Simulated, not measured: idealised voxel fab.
process module | voxel fin reveal
cross-section cut | 250 nm wide | cells 5 nm
A cross-section is a grid of square cells, given in bands from the top down. A band is one or more rows of cells.
Each band's line starts with the height of the band's top and of its bottom, in nm. Then come its materials from left to right, each with its width in nm. One material with "throughout" fills the band from edge to edge. "air" is empty space.
Height 0 is the level under which the wafer as received is all one material. The lowest band goes on downwards, as in "0 down".
A width such as "30 to 40" changes by the same amount from each row of cells to the next, from the band's top row to its bottom row.
"no change" after a step means that no cell of the cross-section changed.
closed voids: empty space of 8 cells or more with no open way to the top, each as width x height at its distance from the left edge, in nm
after a step's settings: what the simulator itself notes on the step
overlay nm, on a step with a mask: how far to the right of its planned place the mask lay; to the left if negative
plan
1 op RECEIVE | material Si
2 op CONFORMAL_DEP | material SiN | thk nm 5
3 op DIRECTIONAL_DEP | material aC | thk nm 15
4 op PATTERN | tone cover | mask id FINS | material resist | width nm 15 | pitch nm 35 | thk nm 35 | overlay nm 0
5 op DIRECTIONAL_ETCH | etch materials aC | depth nm 15
6 op STRIP | etch materials resist
7 op DIRECTIONAL_ETCH | etch materials SiN | depth nm 5
8 op DIRECTIONAL_ETCH | etch materials Si | depth nm 35
9 op STRIP | etch materials aC
10 op OXIDIZE | depth nm 5
11 op FILL_DEP | material SiO2 | thk nm 15
12 op CMP | height nm 5
13 op SELECTIVE_ETCH | etch materials SiO2 | depth nm 25
14 op STRIP | etch materials SiN
as received, after step 1
  0 down: Si throughout
  closed voids: none
a wafer at the end: this start, this plan, one mistake
  0 to -5: air 85 | Si 5 | air 30 | Si 5 | air 30 | Si 5 | air 90
  -5 to -40: SiO2 85 | Si 5 | SiO2 30 | Si 5 | SiO2 30 | Si 5 | SiO2 90
  -40 down: Si throughout
  closed voids: none
what went wrong: step 12 was left out
